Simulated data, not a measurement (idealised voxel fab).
The following process module bears the name voxel gate over fins.
Section shown: cut. Width: 275 nm. Cell size: 5 nm, square.
If you're reading a cross-section in this doc, picture square cells in a grid; it comes to you as bands, top ones listed first down to the bottom, and a band can be one or more rows of cells.
A band entry consists of two parts. The first gives the height of the band's top and the height of its bottom, in nm. The rest lists the band's materials from left to right, each with its width in nm. A single material labelled with the word "edge to edge" fills the band from edge to edge, and the word "air" marks empty space.
Ref level 0: as-received wafer is one material below here. Bottom band extends down with no lower bound ("top 0, no bottom").
The notation "30 to 40" denotes a width that varies across the rows of cells in the band, beginning at the first number in the top row, finishing at the second number in the bottom row, and changing by an identical amount from each row to the next.
No cell of the cross-section changed in a step that is given as "nothing was modified".
"Sealed-off cavities" enumerates empty spaces isolated from the top, with no open way to it, that contain at least 8 cells, giving each as width x height at distance from the left edge, all three in nm.
Anything after a step's settings on that line? It's the simulator's own note about the step.
overlay nm: for a step with a mask, the amount by which the mask lay right of where it was planned; a negative amount means left of it.
## Process steps - plan
1,RECEIVE (material Si)
2,CONFORMAL_DEP (material SiN; thk nm 10)
3,DIRECTIONAL_DEP (material aC; thk nm 10)
4,PATTERN (tone cover; mask id FINS; material resist; width nm 15; pitch nm 55; thk nm 30; overlay nm 0)
5,DIRECTIONAL_ETCH (etch materials aC; depth nm 10)
6,STRIP (etch materials resist)
7,DIRECTIONAL_ETCH (etch materials SiN; depth nm 10)
8,DIRECTIONAL_ETCH (etch materials Si; depth nm 40)
9,STRIP (etch materials aC)
10,FILL_DEP (material SiO2; thk nm 10)
11,CMP (height nm 10)
12,PATTERN (tone open; mask id RAIL; material resist; width nm 15; thk nm 20; overlay nm 0)
13,DIRECTIONAL_ETCH (etch materials SiO2; depth nm 45)
14,STRIP (etch materials resist)
15,CONFORMAL_DEP (material TiN; thk nm 5)
16,FILL_DEP (material W; thk nm 5)
17,CMP (height nm 10)
18,SELECTIVE_ETCH (etch materials W Ru TiN; depth nm 30)
19,FILL_DEP (material SiO2; thk nm 5)
20,CMP (height nm 10)
21,SELECTIVE_ETCH (etch materials SiO2; depth nm 25)
22,STRIP (etch materials SiN)
23,CONFORMAL_DEP (material HfO2; thk nm 5)
24,CONFORMAL_DEP (material TiN; thk nm 5)
25,FILL_DEP (material W; thk nm 15)
26,CMP (height nm 20)
27,CONFORMAL_DEP (material SiCN; thk nm 5)
## Cross-section: wafer on arrival = after step 1
- top 0, no bottom | Si edge to edge
- Sealed-off cavities: none
## Final cross-section, module run with one mistake (start and plan as above)
- top 25, bottom 20 | SiCN edge to edge
- top 20, bottom 10 | W edge to edge
- top 10, bottom 5 | 65 nm W / 35 nm TiN / 20 nm W / 35 nm TiN / 20 nm W / 35 nm TiN / 65 nm W
- top 5, bottom 0 | 65 nm W / 5 nm TiN / 25 nm HfO2 / 5 nm TiN / 20 nm W / 5 nm TiN / 25 nm HfO2 / 5 nm TiN / 20 nm W / 5 nm TiN / 25 nm HfO2 / 5 nm TiN / 65 nm W
- top 0, bottom -5 | 65 nm W / 5 nm TiN / 5 nm HfO2 / 15 nm Si / 5 nm HfO2 / 5 nm TiN / 20 nm W / 5 nm TiN / 5 nm HfO2 / 15 nm Si / 5 nm HfO2 / 5 nm TiN / 20 nm W / 5 nm TiN / 5 nm HfO2 / 15 nm Si / 5 nm HfO2 / 5 nm TiN / 65 nm W
- top -5, bottom -10 | 70 nm TiN / 5 nm HfO2 / 15 nm Si / 5 nm HfO2 / 30 nm TiN / 5 nm HfO2 / 15 nm Si / 5 nm HfO2 / 30 nm TiN / 5 nm HfO2 / 15 nm Si / 5 nm HfO2 / 70 nm TiN
- top -10, bottom -15 | 75 nm HfO2 / 15 nm Si / 40 nm HfO2 / 15 nm Si / 40 nm HfO2 / 15 nm Si / 75 nm HfO2
- top -15, bottom -20 | 75 nm SiO2 / 15 nm Si / 40 nm SiO2 / 15 nm Si / 40 nm SiO2 / 15 nm Si / 75 nm SiO2
- top -20, bottom -30 | 70 nm W / 5 nm TiN / 15 nm Si / 10 nm TiN / 15 nm SiO2 / 5 nm TiN / 5 nm W / 5 nm TiN / 15 nm Si / 5 nm TiN / 30 nm W / 5 nm TiN / 15 nm Si / 5 nm TiN / 70 nm W
- top -30, bottom -35 | 75 nm TiN / 15 nm Si / 10 nm TiN / 15 nm SiO2 / 15 nm TiN / 15 nm Si / 40 nm TiN / 15 nm Si / 75 nm TiN
- top -35, bottom -40 | 75 nm SiO2 / 15 nm Si / 40 nm SiO2 / 15 nm Si / 40 nm SiO2 / 15 nm Si / 75 nm SiO2
- top -40, no bottom | Si edge to edge
- Sealed-off cavities: none
Run error: so step 12 ended up running with a different setting than we planned, it ran as PATTERN (tone cover; mask id RAIL; material resist; width nm 15; thk nm 20; overlay nm 0)
